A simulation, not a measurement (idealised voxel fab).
The following process module bears the name voxel trench capacitor.
The width of the displayed cross-section, cut, is 265 nm; its cells are square, with a size of 5 nm.
Cross-section spec: square-cell grid; bands listed top down; each band is one or more rows. Per band: top height and bottom height in nm, followed by the left-to-right materials and their widths in nm; "everywhere" marks a single material spanning edge to edge, "blank" marks empty space. Counting heights begins at 0, where everything beneath is, in the wafer as received, one material. The lowest band has no bottom; it goes on downwards, as "from 0 down" shows. The notation "30..40" denotes a width that varies across the rows of cells in the band, beginning at the first number in the top row, finishing at the second number in the bottom row, and changing by an identical amount from each row to the next. No cell of the cross-section changed in a step that is given as "nothing changed". Basically, "Enclosed cavities" tells you about the enclosed voids: empty spaces with no open way to the top, 8 cells or bigger, each written width x height at distance, where distance is from the left edge, all in nm. Note: text after step settings on the step line = simulator remark on that step. Each step line may optionally specify "overlay nm", which for a step with a mask gives the rightward distance between the mask's planned place and where it lay, a negative value indicating the leftward direction.
So here's the lineup of process steps we planned:
| 1 | RECEIVE [material Si] |
| 2 | CONFORMAL_DEP [material SiN] [thk nm 5] |
| 3 | MASKED_ETCH [tone open] [mask id TRENCH] [width nm 25] [pitch nm 45] [etch materials SiN] [depth nm 5] [overlay nm 0] |
| 4 | MASKED_ETCH [tone open] [mask id TRENCH] [width nm 25] [pitch nm 45] [etch materials Si] [depth nm 30] [overlay nm 0] |
| 5 | CONFORMAL_DEP [material HfO2] [thk nm 5] |
| 6 | CONFORMAL_DEP [material TiN] [thk nm 5] |
| 7 | FILL_DEP [material W] [thk nm 5] |
| 8 | CMP [height nm 5] |
Cross-sectional view of the wafer in its as-received condition, corresponding to the state after step 1:
from 0 down  Si everywhere
Enclosed cavities: none
Final cross-section, module run with one mistake (start and plan as above):
from 5 to 0  75 nm SiN, then 5 nm HfO2, then 5 nm TiN, then 5 nm W, then 5 nm TiN, then 5 nm HfO2, then 20 nm SiN, then 5 nm HfO2, then 5 nm TiN, then 5 nm W, then 5 nm TiN, then 5 nm HfO2, then 20 nm SiN, then 5 nm HfO2, then 5 nm TiN, then 5 nm W, then 5 nm TiN, then 5 nm HfO2, then 75 nm SiN
from 0 to -50  75 nm Si, then 5 nm HfO2, then 5 nm TiN, then 5 nm W, then 5 nm TiN, then 5 nm HfO2, then 20 nm Si, then 5 nm HfO2, then 5 nm TiN, then 5 nm W, then 5 nm TiN, then 5 nm HfO2, then 20 nm Si, then 5 nm HfO2, then 5 nm TiN, then 5 nm W, then 5 nm TiN, then 5 nm HfO2, then 75 nm Si
from -50 to -55  75 nm Si, then 5 nm HfO2, then 15 nm TiN, then 5 nm HfO2, then 20 nm Si, then 5 nm HfO2, then 15 nm TiN, then 5 nm HfO2, then 20 nm Si, then 5 nm HfO2, then 15 nm TiN, then 5 nm HfO2, then 75 nm Si
from -55 to -60  75 nm Si, then 25 nm HfO2, then 20 nm Si, then 25 nm HfO2, then 20 nm Si, then 25 nm HfO2, then 75 nm Si
from -60 down  Si everywhere
Enclosed cavities: none
Against the plan, the run slipped here: step 4 was run twice
